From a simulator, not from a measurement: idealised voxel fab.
The process module presented herein is designated voxel transistor to metal.
For reference, the cross-section in this document is cut, with width 205 nm and square cells of 5 nm.
Throughout this document, each cross-section is represented as a grid of square cells and is presented as a sequence of bands enumerated from the top downward, where a band comprises one or more rows of cells. Basically the band line says how high the top is and how high the bottom is, in nm, and then what's in it from left to right, every material with its width in nm. Empty space shows up as "blank", and if a single material carries "edge to edge" it runs the full band edge to edge. Below 0: as-received wafer, all one material; heights counted from there. Lowest band: no bottom, goes on down, written "0 down". With a width like "30->40", each row of cells in the band differs from the next by the same amount, the top row carrying the first number and the bottom row the second. Key: "nothing different" - step with no changed cell in the cross-section. Look at "Closed internal cavities" for the closed voids: empty spaces with no open path to the top, sized 8 cells or up. Each is width x height at distance, distance from the left edge, all nm. It should be noted that, on the line of a given step, the content following the step's settings is a remark produced by the simulator itself with respect to that step. overlay nm: on a step with a mask, how far right of its planned place the mask lay; negative means left.
### The steps planned for the process are as follows
1: RECEIVE, material Si
2: OXIDIZE, depth nm 5
3: CONFORMAL_DEP, material SiN, thk nm 15
4: DIRECTIONAL_DEP, material aC, thk nm 10
5: PATTERN, tone cover, mask id ACTIVE, material resist, width nm 105, thk nm 25, overlay nm 0
6: DIRECTIONAL_ETCH, etch materials aC, depth nm 10
7: STRIP, etch materials resist
8: DIRECTIONAL_ETCH, etch materials SiN, depth nm 15
9: DIRECTIONAL_ETCH, etch materials SiO2, depth nm 5
10: DIRECTIONAL_ETCH, etch materials Si, depth nm 35
11: STRIP, etch materials aC
12: FILL_DEP, material SiO2, thk nm 15
13: CMP, height nm 15
14: SELECTIVE_ETCH, etch materials SiO2, depth nm 10
15: STRIP, etch materials SiN
16: SELECTIVE_ETCH, etch materials SiO2, depth nm 5
17: OXIDIZE, depth nm 5
18: DIRECTIONAL_DEP, material polySi, thk nm 20
19: DIRECTIONAL_DEP, material SiCN, thk nm 15
20: MASKED_ETCH, tone cover, mask id GATE, width nm 25, etch materials SiCN, depth nm 25, overlay nm 0
21: MASKED_ETCH, tone cover, mask id GATE, width nm 25, etch materials polySi, depth nm 30, overlay nm 0
22: CONFORMAL_DEP, material SiN, thk nm 10
23: DIRECTIONAL_ETCH, etch materials SiN, depth nm 10
24: DIRECTIONAL_ETCH, etch materials SiO2, depth nm 5
25: DIRECTIONAL_ETCH, etch materials Si, depth nm 15
26: EPI, material pSi, thk nm 15
27: FILL_DEP, material SiO2, thk nm 10
28: CMP, height nm 15
29: STRIP, etch materials polySi
30: SELECTIVE_ETCH, etch materials SiO2, depth nm 5
31: CONFORMAL_DEP, material HfO2, thk nm 5
32: CONFORMAL_DEP, material TiN, thk nm 5
33: FILL_DEP, material W, thk nm 5
34: CMP, height nm 10
35: DIRECTIONAL_DEP, material SiO2, thk nm 15
36: MASKED_ETCH, tone open, mask id CONTACT, width nm 15, pitch nm 80, etch materials SiO2, depth nm 20, overlay nm 0
37: CONFORMAL_DEP, material TiN, thk nm 5
38: FILL_DEP, material W, thk nm 5
39: CMP, height nm 25
40: CONFORMAL_DEP, material SiCN, thk nm 5
41: DIRECTIONAL_DEP, material SiO2, thk nm 25
42: DIRECTIONAL_DEP, material aC, thk nm 10
43: PATTERN, tone open, mask id METAL_1, material resist, width nm 15, pitch nm 80, thk nm 30, overlay nm 0
44: DIRECTIONAL_ETCH, etch materials aC, depth nm 10
45: STRIP, etch materials resist
46: DIRECTIONAL_ETCH, etch materials SiO2, depth nm 25
47: DIRECTIONAL_ETCH, etch materials SiCN, depth nm 5
48: STRIP, etch materials aC
49: CONFORMAL_DEP, material TiN, thk nm 5
50: FILL_DEP, material W, thk nm 5
51: CMP, height nm 55
52: EPI, material Ru, thk nm 5
53: FILL_DEP, material SiCN, thk nm 5
### So this is the incoming wafer in cross-section - it's already been through step 1
0 down = Si edge to edge
Closed internal cavities: none
### The module was run from the start shown above using the plan shown above, but one mistake was made doing it; the resulting wafer cross-section is below
65 to 60 = SiCN edge to edge
60 to 55 = SiCN=50; Ru=25; SiCN=55; Ru=25; SiCN=50
55 to 30 = SiO2=55; TiN=5; W=5; TiN=5; SiO2=65; TiN=5; W=5; TiN=5; SiO2=55
30 to 25 = SiCN=55; TiN=15; SiCN=65; TiN=15; SiCN=55
25 to 15 = SiO2=55; TiN=5; W=5; TiN=5; SiO2=65; TiN=5; W=5; TiN=5; SiO2=55
15 to 10 = SiO2=55; TiN=15; SiO2=65; TiN=15; SiO2=55
10 to 0 = SiO2=35; pSi=45; SiN=10; HfO2=5; TiN=5; W=5; TiN=5; HfO2=5; SiN=10; pSi=45; SiO2=35
0 to -5 = SiO2=35; pSi=10; SiN=10; pSi=25; SiN=10; HfO2=5; TiN=15; HfO2=5; SiN=10; pSi=25; SiN=10; pSi=10; SiO2=35
-5 to -10 = SiO2=55; pSi=25; SiO2=5; HfO2=35; SiO2=5; pSi=25; SiO2=55
-10 to -25 = SiO2=50; Si=5; pSi=25; Si=45; pSi=25; Si=5; SiO2=50
-25 to -40 = SiO2=50; Si=105; SiO2=50
-40 down = Si edge to edge
Closed internal cavities: none
Run error: plan step 26 ran twice
